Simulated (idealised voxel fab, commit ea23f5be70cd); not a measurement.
process module | voxel wiring stack
cross-section cut | 175 nm wide | cells 5 nm
A cross-section is a grid of square cells, given in bands from the top down. A band is one or more rows of cells.
Each band's line starts with the height of the band's top and of its bottom, in nm. Then come its materials from left to right, each with its width in nm. One material with "throughout" fills the band from edge to edge. "air" is empty space.
Height 0 is the level under which the wafer as received is all one material. The lowest band goes on downwards, as in "0 down".
A width such as "30 to 40" changes by the same amount from each row of cells to the next, from the band's top row to its bottom row.
"no change" after a step means that no cell of the cross-section changed.
closed voids: empty space of 8 cells or more with no open way to the top, each as width x height at its distance from the left edge, in nm
after a step's settings: what the simulator itself notes on the step
overlay nm, on a step with a mask: how far to the right of its planned place the mask lay; to the left if negative
plan
1 op RECEIVE | material Si
2 op CONFORMAL_DEP | material SiO2 | thk nm 15
3 op DIRECTIONAL_DEP | material TiN | thk nm 5
4 op DIRECTIONAL_DEP | material Ru | thk nm 15
5 op MASKED_ETCH | tone cover | mask id METAL_1 | width nm 20 | pitch nm 40 | etch materials Ru | depth nm 15 | overlay nm 0
6 op MASKED_ETCH | tone cover | mask id METAL_1 | width nm 20 | pitch nm 40 | etch materials TiN | depth nm 5 | overlay nm 0
7 op CONFORMAL_DEP | material SiN | thk nm 5
8 op FILL_DEP | material SiO2 | thk nm 10
9 op CMP | height nm 35
10 op CONFORMAL_DEP | material SiCN | thk nm 5
11 op DIRECTIONAL_DEP | material SiO2 | thk nm 20
12 op DIRECTIONAL_DEP | material aC | thk nm 10
13 op PATTERN | tone open | mask id PLUG_1 | material resist | width nm 15 | pitch nm 80 | thk nm 30 | overlay nm 0
14 op DIRECTIONAL_ETCH | etch materials aC | depth nm 10
15 op STRIP | etch materials resist
16 op DIRECTIONAL_ETCH | etch materials SiO2 | depth nm 20
17 op DIRECTIONAL_ETCH | etch materials SiCN | depth nm 5
18 op STRIP | etch materials aC
19 op CONFORMAL_DEP | material TiN | thk nm 5
20 op FILL_DEP | material Ru | thk nm 5
21 op CMP | height nm 60
22 op CONFORMAL_DEP | material SiCN | thk nm 5
23 op DIRECTIONAL_DEP | material SiO2 | thk nm 15
24 op MASKED_ETCH | tone open | mask id METAL_2 | width nm 20 | pitch nm 40 | etch materials SiO2 | depth nm 15 | overlay nm 0
25 op MASKED_ETCH | tone open | mask id METAL_2 | width nm 20 | pitch nm 40 | etch materials SiCN | depth nm 5 | overlay nm 0
26 op CONFORMAL_DEP | material TiN | thk nm 5
27 op FILL_DEP | material Ru | thk nm 5
28 op CMP | height nm 80
29 op CONFORMAL_DEP | material SiCN | thk nm 5
first wafer, as planned
as received, after step 1
  0 down: Si throughout
  closed voids: none
after step 2
  15 to 0: SiO2 throughout
  below 0: unchanged
after step 3
  20 to 15: TiN throughout
  below 15: unchanged
after step 4
  35 to 20: Ru throughout
  below 20: unchanged
after step 5
  35 to 20: air 35 | Ru 20 | air 20 | Ru 20 | air 20 | Ru 20 | air 40
  below 20: unchanged
after step 6
  35 to 20: air 35 | Ru 20 | air 20 | Ru 20 | air 20 | Ru 20 | air 40
  20 to 15: air 35 | TiN 20 | air 20 | TiN 20 | air 20 | TiN 20 | air 40
  below 15: unchanged
after step 7
  40 to 35: air 30 | SiN 30 | air 10 | SiN 30 | air 10 | SiN 30 | air 35
  35 to 20: air 30 | SiN 5 | Ru 20 | SiN 5 | air 10 | SiN 5 | Ru 20 | SiN 5 | air 10 | SiN 5 | Ru 20 | SiN 5 | air 35
  20 to 15: SiN 35 | TiN 20 | SiN 20 | TiN 20 | SiN 20 | TiN 20 | SiN 40
  below 15: unchanged
after step 8
  50 to 40: SiO2 throughout
  40 to 35: SiO2 30 | SiN 30 | SiO2 10 | SiN 30 | SiO2 10 | SiN 30 | SiO2 35
  35 to 20: SiO2 30 | SiN 5 | Ru 20 | SiN 5 | SiO2 10 | SiN 5 | Ru 20 | SiN 5 | SiO2 10 | SiN 5 | Ru 20 | SiN 5 | SiO2 35
  below 20: unchanged
after step 9
  35 to 20: SiO2 30 | SiN 5 | Ru 20 | SiN 5 | SiO2 10 | SiN 5 | Ru 20 | SiN 5 | SiO2 10 | SiN 5 | Ru 20 | SiN 5 | SiO2 35
  below 20: unchanged
after step 10
  40 to 35: SiCN throughout
  below 35: unchanged
after step 11
  60 to 40: SiO2 throughout
  below 40: unchanged
after step 12
  70 to 60: aC throughout
  below 60: unchanged
after step 13
  100 to 70: resist 35 | air 15 | resist 65 | air 15 | resist 45
  below 70: unchanged
after step 14
  90 to 70: resist 35 | air 15 | resist 65 | air 15 | resist 45
  70 to 60: aC 35 | air 15 | aC 65 | air 15 | aC 45
  below 60: unchanged
after step 15
  70 to 60: aC 35 | air 15 | aC 65 | air 15 | aC 45
  below 60: unchanged
after step 16
  70 to 60: aC 35 | air 15 | aC 65 | air 15 | aC 45
  60 to 40: SiO2 35 | air 15 | SiO2 65 | air 15 | SiO2 45
  below 40: unchanged
after step 17
  70 to 60: aC 35 | air 15 | aC 65 | air 15 | aC 45
  60 to 40: SiO2 35 | air 15 | SiO2 65 | air 15 | SiO2 45
  40 to 35: SiCN 35 | air 15 | SiCN 65 | air 15 | SiCN 45
  below 35: unchanged
after step 18
  60 to 40: SiO2 35 | air 15 | SiO2 65 | air 15 | SiO2 45
  below 40: unchanged
after step 19
  65 to 60: TiN 40 | air 5 | TiN 75 | air 5 | TiN 50
  60 to 40: SiO2 35 | TiN 5 | air 5 | TiN 5 | SiO2 65 | TiN 5 | air 5 | TiN 5 | SiO2 45
  40 to 35: SiCN 35 | TiN 15 | SiCN 65 | TiN 15 | SiCN 45
  below 35: unchanged
after step 20
  70 to 65: Ru throughout
  65 to 60: TiN 40 | Ru 5 | TiN 75 | Ru 5 | TiN 50
  60 to 40: SiO2 35 | TiN 5 | Ru 5 | TiN 5 | SiO2 65 | TiN 5 | Ru 5 | TiN 5 | SiO2 45
  below 40: unchanged
after step 21
  60 to 40: SiO2 35 | TiN 5 | Ru 5 | TiN 5 | SiO2 65 | TiN 5 | Ru 5 | TiN 5 | SiO2 45
  below 40: unchanged
after step 22
  65 to 60: SiCN throughout
  below 60: unchanged
after step 23
  80 to 65: SiO2 throughout
  below 65: unchanged
after step 24
  80 to 65: SiO2 35 | air 20 | SiO2 20 | air 20 | SiO2 20 | air 20 | SiO2 40
  below 65: unchanged
after step 25
  80 to 65: SiO2 35 | air 20 | SiO2 20 | air 20 | SiO2 20 | air 20 | SiO2 40
  65 to 60: SiCN 35 | air 20 | SiCN 20 | air 20 | SiCN 20 | air 20 | SiCN 40
  below 60: unchanged
after step 26
  85 to 80: TiN 40 | air 10 | TiN 30 | air 10 | TiN 30 | air 10 | TiN 45
  80 to 65: SiO2 35 | TiN 5 | air 10 | TiN 5 | SiO2 20 | TiN 5 | air 10 | TiN 5 | SiO2 20 | TiN 5 | air 10 | TiN 5 | SiO2 40
  65 to 60: SiCN 35 | TiN 20 | SiCN 20 | TiN 20 | SiCN 20 | TiN 20 | SiCN 40
  below 60: unchanged
after step 27
  90 to 85: Ru throughout
  85 to 80: TiN 40 | Ru 10 | TiN 30 | Ru 10 | TiN 30 | Ru 10 | TiN 45
  80 to 65: SiO2 35 | TiN 5 | Ru 10 | TiN 5 | SiO2 20 | TiN 5 | Ru 10 | TiN 5 | SiO2 20 | TiN 5 | Ru 10 | TiN 5 | SiO2 40
  below 65: unchanged
after step 28
  80 to 65: SiO2 35 | TiN 5 | Ru 10 | TiN 5 | SiO2 20 | TiN 5 | Ru 10 | TiN 5 | SiO2 20 | TiN 5 | Ru 10 | TiN 5 | SiO2 40
  below 65: unchanged
after step 29
  85 to 80: SiCN throughout
  below 80: unchanged
second wafer: like start, like plan, one mistake. Through step 23 it matches the first wafer
when step 24 should have ended
  80 to 65: SiO2 40 | air 15 | SiO2 25 | air 15 | SiO2 25 | air 15 | SiO2 40
  below 65: unchanged
when step 25 should have ended
  80 to 65: SiO2 40 | air 15 | SiO2 25 | air 15 | SiO2 25 | air 15 | SiO2 40
  65 to 60: SiCN 40 | air 15 | SiCN 25 | air 15 | SiCN 25 | air 15 | SiCN 40
  below 60: unchanged
when step 26 should have ended
  85 to 80: TiN 45 | air 5 | TiN 35 | air 5 | TiN 35 | air 5 | TiN 45
  80 to 65: SiO2 40 | TiN 5 | air 5 | TiN 5 | SiO2 25 | TiN 5 | air 5 | TiN 5 | SiO2 25 | TiN 5 | air 5 | TiN 5 | SiO2 40
  65 to 60: SiCN 40 | TiN 15 | SiCN 25 | TiN 15 | SiCN 25 | TiN 15 | SiCN 40
  below 60: unchanged
when step 27 should have ended
  90 to 85: Ru throughout
  85 to 80: TiN 45 | Ru 5 | TiN 35 | Ru 5 | TiN 35 | Ru 5 | TiN 45
  80 to 65: SiO2 40 | TiN 5 | Ru 5 | TiN 5 | SiO2 25 | TiN 5 | Ru 5 | TiN 5 | SiO2 25 | TiN 5 | Ru 5 | TiN 5 | SiO2 40
  below 65: unchanged
when step 28 should have ended
  80 to 65: SiO2 40 | TiN 5 | Ru 5 | TiN 5 | SiO2 25 | TiN 5 | Ru 5 | TiN 5 | SiO2 25 | TiN 5 | Ru 5 | TiN 5 | SiO2 40
  below 65: unchanged
when step 29 should have ended
  85 to 80: SiCN throughout
  below 80: unchanged
what went wrong: step 24 ran as: op MASKED_ETCH | tone open | mask id METAL_2 | width nm 15 | pitch nm 40 | etch materials SiO2 | depth nm 15 | overlay nm 0
at the end the second wafer has, in cells: 9 fewer of Ru | 3 more of SiCN | 9 more of SiO2 | 3 fewer of TiN
